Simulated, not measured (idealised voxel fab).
Documented hereafter: the process module known as voxel gate over fins.
The width of the displayed cross-section, cut, is 275 nm; its cells are square, with a size of 5 nm.
A cross-section is written here as square cells arranged in a grid, and it is given in bands from the top down, each band taking up one or more rows of cells.
Quick guide to a band line: top height, bottom height (nm) up front; then every material left to right with its width in nm. Only one material and it's marked "edge to edge"? Then it fills the band edge to edge. And "empty" just means empty space.
Height reference: 0 = level under which incoming wafer is all one material. Lowest band: no bottom, runs on downward, e.g. "0 -> down".
When a width is written as two numbers, as in "30..40", the first number is the width in the top row of cells of the band and the second is the width in its bottom row, and the width changes by the same amount from each row to the next.
"no modification" for a step: no cell of the cross-section changed in that step.
The list in "Sealed internal cavities" covers empty spaces of 8 cells or more that cannot reach the top through any open way, and it gives each as width x height at distance; the distance is from the left edge, and width, height and distance are in nm.
Heads up: the bit after the settings on a step's line is the simulator's remark on that step.
"overlay nm" denotes, for a step that has a mask, the displacement of the mask to the right of its planned place, with negative values corresponding to the left.
Set out below are the planned steps of the process
1 RECEIVE: material Si
2 CONFORMAL_DEP: material SiN, thk nm 10
3 PATTERN: tone cover, mask id FINS, material resist, width nm 15, pitch nm 50, thk nm 15, overlay nm 0
4 DIRECTIONAL_ETCH: etch materials SiN, depth nm 10
5 DIRECTIONAL_ETCH: etch materials Si, depth nm 40
6 STRIP: etch materials resist
7 OXIDIZE: depth nm 5
8 FILL_DEP: material SiO2, thk nm 5
9 CMP: height nm 10
10 DIRECTIONAL_DEP: material aC, thk nm 10
11 PATTERN: tone open, mask id RAIL, material resist, width nm 15, thk nm 30, overlay nm 0
12 DIRECTIONAL_ETCH: etch materials aC, depth nm 10
13 STRIP: etch materials resist
14 DIRECTIONAL_ETCH: etch materials SiO2, depth nm 45
15 STRIP: etch materials aC
16 CONFORMAL_DEP: material TiN, thk nm 5
17 FILL_DEP: material Ru, thk nm 5
18 CMP: height nm 10
19 SELECTIVE_ETCH: etch materials W Ru TiN, depth nm 30
20 FILL_DEP: material SiO2, thk nm 5
21 CMP: height nm 10
22 SELECTIVE_ETCH: etch materials SiO2, depth nm 20
23 STRIP: etch materials SiN
24 CONFORMAL_DEP: material HfO2, thk nm 5
25 CONFORMAL_DEP: material TiN, thk nm 5
26 CONFORMAL_DEP: material TiAl, thk nm 5
27 CONFORMAL_DEP: material TiN, thk nm 5
28 FILL_DEP: material W, thk nm 15
29 CMP: height nm 30
30 CONFORMAL_DEP: material SiCN, thk nm 5
So this is the incoming wafer in cross-section - it's already been through step 1
	0 -> down: Si edge to edge
	Sealed internal cavities: none
The following cross-section depicts the wafer upon conclusion of the module. Processing commenced from the starting condition illustrated above and adhered to the plan illustrated above, save for one mistake in execution
	35 -> 30: SiCN edge to edge
	30 -> 20: W edge to edge
	20 -> 15: W 40 nm  TiN 45 nm  W 5 nm  TiN 45 nm  W 5 nm  TiN 45 nm  W 5 nm  TiN 45 nm  W 40 nm
	15 -> 10: W 40 nm  TiN 5 nm  TiAl 35 nm  TiN 5 nm  W 5 nm  TiN 5 nm  TiAl 35 nm  TiN 5 nm  W 5 nm  TiN 5 nm  TiAl 35 nm  TiN 5 nm  W 5 nm  TiN 5 nm  TiAl 35 nm  TiN 5 nm  W 40 nm
	10 -> 5: W 40 nm  TiN 5 nm  TiAl 5 nm  TiN 25 nm  TiAl 5 nm  TiN 5 nm  W 5 nm  TiN 5 nm  TiAl 5 nm  TiN 25 nm  TiAl 5 nm  TiN 5 nm  W 5 nm  TiN 5 nm  TiAl 5 nm  TiN 25 nm  TiAl 5 nm  TiN 5 nm  W 5 nm  TiN 5 nm  TiAl 5 nm  TiN 25 nm  TiAl 5 nm  TiN 5 nm  W 40 nm
	5 -> 0: W 40 nm  TiN 5 nm  TiAl 5 nm  TiN 5 nm  HfO2 15 nm  TiN 5 nm  TiAl 5 nm  TiN 5 nm  W 5 nm  TiN 5 nm  TiAl 5 nm  TiN 5 nm  HfO2 15 nm  TiN 5 nm  TiAl 5 nm  TiN 5 nm  W 5 nm  TiN 5 nm  TiAl 5 nm  TiN 5 nm  HfO2 15 nm  TiN 5 nm  TiAl 5 nm  TiN 5 nm  W 5 nm  TiN 5 nm  TiAl 5 nm  TiN 5 nm  HfO2 15 nm  TiN 5 nm  TiAl 5 nm  TiN 5 nm  W 40 nm
	0 -> -5: W 40 nm  TiN 5 nm  TiAl 5 nm  TiN 5 nm  HfO2 5 nm  Si 5 nm  HfO2 5 nm  TiN 5 nm  TiAl 5 nm  TiN 15 nm  TiAl 5 nm  TiN 5 nm  HfO2 5 nm  Si 5 nm  HfO2 5 nm  TiN 5 nm  TiAl 5 nm  TiN 5 nm  W 5 nm  TiN 5 nm  TiAl 5 nm  TiN 5 nm  HfO2 5 nm  Si 5 nm  HfO2 5 nm  TiN 5 nm  TiAl 5 nm  TiN 5 nm  W 5 nm  TiN 5 nm  TiAl 5 nm  TiN 5 nm  HfO2 5 nm  Si 5 nm  HfO2 5 nm  TiN 5 nm  TiAl 5 nm  TiN 5 nm  W 40 nm
	-5 -> -10: W 40 nm  TiN 5 nm  TiAl 5 nm  TiN 5 nm  HfO2 5 nm  Si 5 nm  HfO2 5 nm  TiN 5 nm  TiAl 25 nm  TiN 5 nm  HfO2 5 nm  Si 5 nm  HfO2 5 nm  TiN 5 nm  TiAl 5 nm  TiN 5 nm  W 5 nm  TiN 5 nm  TiAl 5 nm  TiN 5 nm  HfO2 5 nm  Si 5 nm  HfO2 5 nm  TiN 5 nm  TiAl 5 nm  TiN 5 nm  W 5 nm  TiN 5 nm  TiAl 5 nm  TiN 5 nm  HfO2 5 nm  Si 5 nm  HfO2 5 nm  TiN 5 nm  TiAl 5 nm  TiN 5 nm  W 40 nm
	-10 -> -15: TiN 45 nm  TiAl 5 nm  TiN 5 nm  HfO2 5 nm  Si 5 nm  HfO2 5 nm  TiN 35 nm  HfO2 5 nm  Si 5 nm  HfO2 5 nm  TiN 5 nm  TiAl 5 nm  TiN 15 nm  TiAl 5 nm  TiN 5 nm  HfO2 5 nm  Si 5 nm  HfO2 5 nm  TiN 5 nm  TiAl 5 nm  TiN 15 nm  TiAl 5 nm  TiN 5 nm  HfO2 5 nm  Si 5 nm  HfO2 5 nm  TiN 5 nm  TiAl 5 nm  TiN 45 nm
	-15 -> -20: TiAl 50 nm  TiN 5 nm  HfO2 5 nm  Si 5 nm  HfO2 5 nm  TiN 5 nm  HfO2 25 nm  TiN 5 nm  HfO2 5 nm  Si 5 nm  HfO2 5 nm  TiN 5 nm  TiAl 25 nm  TiN 5 nm  HfO2 5 nm  Si 5 nm  HfO2 5 nm  TiN 5 nm  TiAl 25 nm  TiN 5 nm  HfO2 5 nm  Si 5 nm  HfO2 5 nm  TiN 5 nm  TiAl 50 nm
	-20 -> -25: TiN 55 nm  HfO2 5 nm  Si 5 nm  HfO2 5 nm  TiN 5 nm  HfO2 5 nm  TiN 5 nm  Ru 5 nm  TiN 5 nm  HfO2 5 nm  TiN 5 nm  HfO2 5 nm  Si 5 nm  HfO2 5 nm  TiN 35 nm  HfO2 5 nm  Si 5 nm  HfO2 5 nm  TiN 35 nm  HfO2 5 nm  Si 5 nm  HfO2 5 nm  TiN 55 nm
	-25 -> -30: HfO2 60 nm  Si 5 nm  HfO2 15 nm  TiN 5 nm  Ru 5 nm  TiN 5 nm  HfO2 15 nm  Si 5 nm  HfO2 45 nm  Si 5 nm  HfO2 45 nm  Si 5 nm  HfO2 60 nm
	-30 -> -35: SiO2 60 nm  Si 5 nm  SiO2 15 nm  TiN 15 nm  SiO2 15 nm  Si 5 nm  SiO2 45 nm  Si 5 nm  SiO2 45 nm  Si 5 nm  SiO2 60 nm
	-35 -> -45: SiO2 60 nm  Si 5 nm  SiO2 45 nm  Si 5 nm  SiO2 45 nm  Si 5 nm  SiO2 45 nm  Si 5 nm  SiO2 60 nm
	-45 -> down: Si edge to edge
	Sealed internal cavities: none
Error vs. plan: step 22 of the plan was performed twice
